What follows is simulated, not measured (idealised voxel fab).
Title: Process Module voxel trench capacitor
In the cross-section labelled cut, the width is 225 nm and each square cell is 5 nm.
The cross-sections in this document take the form of a grid made of square cells. They are written out as bands, in order from top to bottom. Each band consists of one or more rows of cells.
Quick guide to a band line: top height, bottom height (nm) up front; then every material left to right with its width in nm. Only one material and it's marked "throughout"? Then it fills the band edge to edge. And "empty" just means empty space.
Height datum 0, below which the as-received substrate wafer is one material. Lowest band open at the bottom, running downward: "0..down".
So if you see something like "30..40" for the width, read it as the top row of the band sitting at the first number and the bottom row at the second, with every row in between moving by the same amount as the last.
"stayed the same" means the step left every cell of the cross-section as it was.
The entry titled "Sealed void inventory" provides the empty spaces that have no open way to the top, restricted to those of 8 cells or more. Each is presented as width x height at distance, the distance being measured from the left edge, with all three in nm.
Step line, after settings: the simulator's comment on this step.
overlay nm: step with mask; distance mask lay right of planned place; negative value = left of planned place.
# Steps planned for the process
1) RECEIVE (material Si)
2) CONFORMAL_DEP (material SiN; thk nm 10)
3) MASKED_ETCH (tone open; mask id TRENCH; width nm 15; pitch nm 45; etch materials SiN; depth nm 10; overlay nm 0)
4) MASKED_ETCH (tone open; mask id TRENCH; width nm 15; pitch nm 45; etch materials Si; depth nm 40; overlay nm 0)
5) CONFORMAL_DEP (material SiO2; thk nm 5)
6) FILL_DEP (material polySi; thk nm 5)
7) CMP (height nm 10)
# Step 1 complete: cross-section of the wafer as received
> 0..down: Si throughout
> Sealed void inventory: none
# Figure: cross-sectional view of the wafer upon completion of the module, processed from the initial state and according to the plan depicted above, with one error introduced during execution
> 10..5: 75 nm polySi, 5 nm SiO2, 15 nm SiN, 5 nm SiO2, 20 nm polySi, 5 nm SiO2, 15 nm SiN, 5 nm SiO2, 80 nm polySi
> 5..0: 80 nm SiO2, 15 nm SiN, 30 nm SiO2, 15 nm SiN, 85 nm SiO2
> 0..down: Si throughout
> Sealed void inventory: none
Finding, execution versus plan: so step 3 ended up running with a different setting than we planned, it ran as MASKED_ETCH (tone cover; mask id TRENCH; width nm 15; pitch nm 45; etch materials SiN; depth nm 10; overlay nm 0)
